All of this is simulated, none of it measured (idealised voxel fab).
Proc. module: voxel air gaps
We display cut, a cross-section 210 nm in width whose square cells are each 5 nm.
Cross-section format: a grid of square cells, given as bands from top to bottom; each band is one or more rows of cells.
Top height, bottom height, nm. Materials left to right, width each, nm. Single material + "all across" = fills band edge to edge. "blank" = empty.
Below 0: as-received wafer, all one material; heights counted from there. Lowest band: no bottom, goes on down, written "0 nm and below".
Think of "30->40" as a width that walks from the first number to the second as you go down the band, top row to bottom row, taking equal-sized steps from row to row.
A step reported as "no change" is a step in which no cell of the cross-section changed.
What "Sealed void inventory" gives you is every empty space of 8 cells or more that is cut off from the top. Each appears as width x height at distance, with the distance taken from the left edge and width, height and distance all in nm.
On a step's line, text after the settings is the simulator commenting on that step.
"overlay nm", when on a step's line for a step with a mask, measures how far to the right of its planned place the mask lay; a negative measure means to the left.
[Steps planned for the process]
1: RECEIVE [material Si]
2: CONFORMAL_DEP [material SiO2] [thk nm 15]
3: CONFORMAL_DEP [material SiCN] [thk nm 5]
4: DIRECTIONAL_DEP [material SiO2] [thk nm 30]
5: DIRECTIONAL_DEP [material aC] [thk nm 10]
6: PATTERN [tone open] [mask id LINES] [material resist] [width nm 20] [pitch nm 50] [thk nm 30] [overlay nm 0]
7: DIRECTIONAL_ETCH [etch materials aC] [depth nm 10]
8: STRIP [etch materials resist]
9: DIRECTIONAL_ETCH [etch materials SiO2] [depth nm 30]
10: STRIP [etch materials aC]
11: CONFORMAL_DEP [material TiN] [thk nm 5]
12: FILL_DEP [material W] [thk nm 5]
13: CMP [height nm 50]
14: EPI [material Ru] [thk nm 10]
15: SELECTIVE_ETCH [etch materials SiO2] [depth nm 40]
16: CONFORMAL_DEP [material SiCN] [thk nm 5]
[What follows covers the first of two wafers; it ran as planned]
[Cross-section of the wafer upon arrival, representing the state reached after step 1]
> 0 nm and below: Si all across
> Sealed void inventory: none
[The wafer in cross-section once step 2 is complete]
> 15 nm to 0 nm: SiO2 all across
> All layers under 0 are left as they were.
[The wafer in cross-section once step 3 is complete]
> 20 nm to 15 nm: SiCN all across
> All layers under 15 are left as they were.
[The wafer in cross-section once step 4 is complete]
> 50 nm to 20 nm: SiO2 all across
> All layers under 20 are left as they were.
[The wafer in cross-section once step 5 is complete]
> 60 nm to 50 nm: aC all across
> All layers under 50 are left as they were.
[The wafer in cross-section once step 6 is complete]
> 90 nm to 60 nm: 20 of resist, 20 of blank, 30 of resist, 20 of blank, 30 of resist, 20 of blank, 30 of resist, 20 of blank, 20 of resist
> All layers under 60 are left as they were.
[The wafer in cross-section once step 7 is complete]
> 80 nm to 60 nm: 20 of resist, 20 of blank, 30 of resist, 20 of blank, 30 of resist, 20 of blank, 30 of resist, 20 of blank, 20 of resist
> 60 nm to 50 nm: 20 of aC, 20 of blank, 30 of aC, 20 of blank, 30 of aC, 20 of blank, 30 of aC, 20 of blank, 20 of aC
> All layers under 50 are left as they were.
[The wafer in cross-section once step 8 is complete]
> 60 nm to 50 nm: 20 of aC, 20 of blank, 30 of aC, 20 of blank, 30 of aC, 20 of blank, 30 of aC, 20 of blank, 20 of aC
> All layers under 50 are left as they were.
[The wafer in cross-section once step 9 is complete]
> 60 nm to 50 nm: 20 of aC, 20 of blank, 30 of aC, 20 of blank, 30 of aC, 20 of blank, 30 of aC, 20 of blank, 20 of aC
> 50 nm to 20 nm: 20 of SiO2, 20 of blank, 30 of SiO2, 20 of blank, 30 of SiO2, 20 of blank, 30 of SiO2, 20 of blank, 20 of SiO2
> All layers under 20 are left as they were.
[The wafer in cross-section once step 10 is complete]
> 50 nm to 20 nm: 20 of SiO2, 20 of blank, 30 of SiO2, 20 of blank, 30 of SiO2, 20 of blank, 30 of SiO2, 20 of blank, 20 of SiO2
> All layers under 20 are left as they were.
[The wafer in cross-section once step 11 is complete]
> 55 nm to 50 nm: 25 of TiN, 10 of blank, 40 of TiN, 10 of blank, 40 of TiN, 10 of blank, 40 of TiN, 10 of blank, 25 of TiN
> 50 nm to 25 nm: 20 of SiO2, 5 of TiN, 10 of blank, 5 of TiN, 30 of SiO2, 5 of TiN, 10 of blank, 5 of TiN, 30 of SiO2, 5 of TiN, 10 of blank, 5 of TiN, 30 of SiO2, 5 of TiN, 10 of blank, 5 of TiN, 20 of SiO2
> 25 nm to 20 nm: 20 of SiO2, 20 of TiN, 30 of SiO2, 20 of TiN, 30 of SiO2, 20 of TiN, 30 of SiO2, 20 of TiN, 20 of SiO2
> All layers under 20 are left as they were.
[The wafer in cross-section once step 12 is complete]
> 60 nm to 55 nm: W all across
> 55 nm to 50 nm: 25 of TiN, 10 of W, 40 of TiN, 10 of W, 40 of TiN, 10 of W, 40 of TiN, 10 of W, 25 of TiN
> 50 nm to 25 nm: 20 of SiO2, 5 of TiN, 10 of W, 5 of TiN, 30 of SiO2, 5 of TiN, 10 of W, 5 of TiN, 30 of SiO2, 5 of TiN, 10 of W, 5 of TiN, 30 of SiO2, 5 of TiN, 10 of W, 5 of TiN, 20 of SiO2
> All layers under 25 are left as they were.
[The wafer in cross-section once step 13 is complete]
> 50 nm to 25 nm: 20 of SiO2, 5 of TiN, 10 of W, 5 of TiN, 30 of SiO2, 5 of TiN, 10 of W, 5 of TiN, 30 of SiO2, 5 of TiN, 10 of W, 5 of TiN, 30 of SiO2, 5 of TiN, 10 of W, 5 of TiN, 20 of SiO2
> All layers under 25 are left as they were.
[The wafer in cross-section once step 14 is complete]
> 60 nm to 50 nm: 10 of blank, 40 of Ru, 10 of blank, 40 of Ru, 10 of blank, 40 of Ru, 10 of blank, 40 of Ru, 10 of blank
> All layers under 50 are left as they were.
[The wafer in cross-section once step 15 is complete]
> 60 nm to 50 nm: 10 of blank, 40 of Ru, 10 of blank, 40 of Ru, 10 of blank, 40 of Ru, 10 of blank, 40 of Ru, 10 of blank
> 50 nm to 25 nm: 20 of blank, 5 of TiN, 10 of W, 5 of TiN, 30 of blank, 5 of TiN, 10 of W, 5 of TiN, 30 of blank, 5 of TiN, 10 of W, 5 of TiN, 30 of blank, 5 of TiN, 10 of W, 5 of TiN, 20 of blank
> 25 nm to 20 nm: 20 of blank, 20 of TiN, 30 of blank, 20 of TiN, 30 of blank, 20 of TiN, 30 of blank, 20 of TiN, 20 of blank
> All layers under 20 are left as they were.
[The wafer in cross-section once step 16 is complete]
> 65 nm to 60 nm: 5 of blank, 200 of SiCN, 5 of blank
> 60 nm to 50 nm: 5 of blank, 5 of SiCN, 40 of Ru, 10 of SiCN, 40 of Ru, 10 of SiCN, 40 of Ru, 10 of SiCN, 40 of Ru, 5 of SiCN, 5 of blank
> 50 nm to 45 nm: 5 of blank, 15 of SiCN, 5 of TiN, 10 of W, 5 of TiN, 30 of SiCN, 5 of TiN, 10 of W, 5 of TiN, 30 of SiCN, 5 of TiN, 10 of W, 5 of TiN, 30 of SiCN, 5 of TiN, 10 of W, 5 of TiN, 15 of SiCN, 5 of blank
> 45 nm to 25 nm: 15 of blank, 5 of SiCN, 5 of TiN, 10 of W, 5 of TiN, 5 of SiCN, 20 of blank, 5 of SiCN, 5 of TiN, 10 of W, 5 of TiN, 5 of SiCN, 20 of blank, 5 of SiCN, 5 of TiN, 10 of W, 5 of TiN, 5 of SiCN, 20 of blank, 5 of SiCN, 5 of TiN, 10 of W, 5 of TiN, 5 of SiCN, 15 of blank
> 25 nm to 20 nm: 20 of SiCN, 20 of TiN, 30 of SiCN, 20 of TiN, 30 of SiCN, 20 of TiN, 30 of SiCN, 20 of TiN, 20 of SiCN
> All layers under 20 are left as they were.
> Sealed void inventory: 20 x 20 at 45; 20 x 20 at 95; 20 x 20 at 145
[second wafer: like start, like plan, one mistake. Through step 5 it matches the first wafer]
[Second wafer, cut view, end of step 6 per plan]
> 90 nm to 60 nm: 20 of blank, 20 of resist, 30 of blank, 20 of resist, 30 of blank, 20 of resist, 30 of blank, 20 of resist, 20 of blank
> All layers under 60 are left as they were.
[Second wafer, cut view, end of step 7 per plan]
> 80 nm to 60 nm: 20 of blank, 20 of resist, 30 of blank, 20 of resist, 30 of blank, 20 of resist, 30 of blank, 20 of resist, 20 of blank
> 60 nm to 50 nm: 20 of blank, 20 of aC, 30 of blank, 20 of aC, 30 of blank, 20 of aC, 30 of blank, 20 of aC, 20 of blank
> All layers under 50 are left as they were.
[Second wafer, cut view, end of step 8 per plan]
> 60 nm to 50 nm: 20 of blank, 20 of aC, 30 of blank, 20 of aC, 30 of blank, 20 of aC, 30 of blank, 20 of aC, 20 of blank
> All layers under 50 are left as they were.
[Second wafer, cut view, end of step 9 per plan]
> 60 nm to 50 nm: 20 of blank, 20 of aC, 30 of blank, 20 of aC, 30 of blank, 20 of aC, 30 of blank, 20 of aC, 20 of blank
> 50 nm to 20 nm: 20 of blank, 20 of SiO2, 30 of blank, 20 of SiO2, 30 of blank, 20 of SiO2, 30 of blank, 20 of SiO2, 20 of blank
> All layers under 20 are left as they were.
[Second wafer, cut view, end of step 10 per plan]
> 50 nm to 20 nm: 20 of blank, 20 of SiO2, 30 of blank, 20 of SiO2, 30 of blank, 20 of SiO2, 30 of blank, 20 of SiO2, 20 of blank
> All layers under 20 are left as they were.
[Second wafer, cut view, end of step 11 per plan]
> 55 nm to 50 nm: 15 of blank, 30 of TiN, 20 of blank, 30 of TiN, 20 of blank, 30 of TiN, 20 of blank, 30 of TiN, 15 of blank
> 50 nm to 25 nm: 15 of blank, 5 of TiN, 20 of SiO2, 5 of TiN, 20 of blank, 5 of TiN, 20 of SiO2, 5 of TiN, 20 of blank, 5 of TiN, 20 of SiO2, 5 of TiN, 20 of blank, 5 of TiN, 20 of SiO2, 5 of TiN, 15 of blank
> 25 nm to 20 nm: 20 of TiN, 20 of SiO2, 30 of TiN, 20 of SiO2, 30 of TiN, 20 of SiO2, 30 of TiN, 20 of SiO2, 20 of TiN
> All layers under 20 are left as they were.
[Second wafer, cut view, end of step 12 per plan]
> 60 nm to 55 nm: W all across
> 55 nm to 50 nm: 15 of W, 30 of TiN, 20 of W, 30 of TiN, 20 of W, 30 of TiN, 20 of W, 30 of TiN, 15 of W
> 50 nm to 25 nm: 15 of W, 5 of TiN, 20 of SiO2, 5 of TiN, 20 of W, 5 of TiN, 20 of SiO2, 5 of TiN, 20 of W, 5 of TiN, 20 of SiO2, 5 of TiN, 20 of W, 5 of TiN, 20 of SiO2, 5 of TiN, 15 of W
> All layers under 25 are left as they were.
[Second wafer, cut view, end of step 13 per plan]
> 50 nm to 25 nm: 15 of W, 5 of TiN, 20 of SiO2, 5 of TiN, 20 of W, 5 of TiN, 20 of SiO2, 5 of TiN, 20 of W, 5 of TiN, 20 of SiO2, 5 of TiN, 20 of W, 5 of TiN, 20 of SiO2, 5 of TiN, 15 of W
> All layers under 25 are left as they were.
[Second wafer, cut view, end of step 14 per plan]
> 60 nm to 50 nm: Ru all across
> All layers under 50 are left as they were.
Second wafer, cut view, end of step 15 per plan: no change
[Second wafer, cut view, end of step 16 per plan]
> 65 nm to 60 nm: SiCN all across
> All layers under 60 are left as they were.
The plan and the run diverged here: step 6 was run on a setting that differed from the plan, and what really ran there is PATTERN [tone cover] [mask id LINES] [material resist] [width nm 20] [pitch nm 50] [thk nm 30] [overlay nm 0]
Per the end-of-run cell counts, the second wafer holds more or fewer of some materials than the first: 20 more of Ru | 96 fewer of SiCN | 96 more of SiO2 | 10 more of TiN | 50 more of W
Closed void count at end of process - first wafer: 3; second wafer: 0.
